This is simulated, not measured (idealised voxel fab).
process module | voxel spacer lines
cross-section cut | 270 nm wide | cells 5 nm
A cross-section is a grid of square cells, given in bands from the top down. A band is one or more rows of cells.
Each band's line starts with the height of the band's top and of its bottom, in nm. Then come its materials from left to right, each with its width in nm. One material with "throughout" fills the band from edge to edge. "air" is empty space.
Height 0 is the level under which the wafer as received is all one material. The lowest band goes on downwards, as in "0 down".
A width such as "30 to 40" changes by the same amount from each row of cells to the next, from the band's top row to its bottom row.
"no change" after a step means that no cell of the cross-section changed.
closed voids: empty space of 8 cells or more with no open way to the top, each as width x height at its distance from the left edge, in nm
after a step's settings: what the simulator itself notes on the step
overlay nm, on a step with a mask: how far to the right of its planned place the mask lay; to the left if negative
plan
1 op RECEIVE | material Si
2 op CONFORMAL_DEP | material SiO2 | thk nm 10
3 op DIRECTIONAL_DEP | material W | thk nm 20
4 op DIRECTIONAL_DEP | material polySi | thk nm 25
5 op PATTERN | tone cover | mask id MANDREL | material resist | width nm 15 | pitch nm 60 | thk nm 35 | overlay nm 0
6 op DIRECTIONAL_ETCH | etch materials polySi | depth nm 25
7 op STRIP | etch materials resist
8 op CONFORMAL_DEP | material SiN | thk nm 15
9 op DIRECTIONAL_ETCH | etch materials SiN | depth nm 15
10 op STRIP | etch materials polySi
11 op DIRECTIONAL_ETCH | etch materials W | depth nm 20
12 op STRIP | etch materials SiN
13 op FILL_DEP | material lowk | thk nm 5
14 op CMP | height nm 30
as received, after step 1
  0 down: Si throughout
  closed voids: none
a wafer at the end: this start, this plan, one mistake
  30 to 10: lowk 50 | W 15 | lowk 15 | W 15 | lowk 15 | W 15 | lowk 15 | W 15 | lowk 15 | W 15 | lowk 15 | W 15 | lowk 55
  10 to 0: polySi throughout
  0 down: Si throughout
  closed voids: none
what went wrong: step 2 ran as: op CONFORMAL_DEP | material polySi | thk nm 10
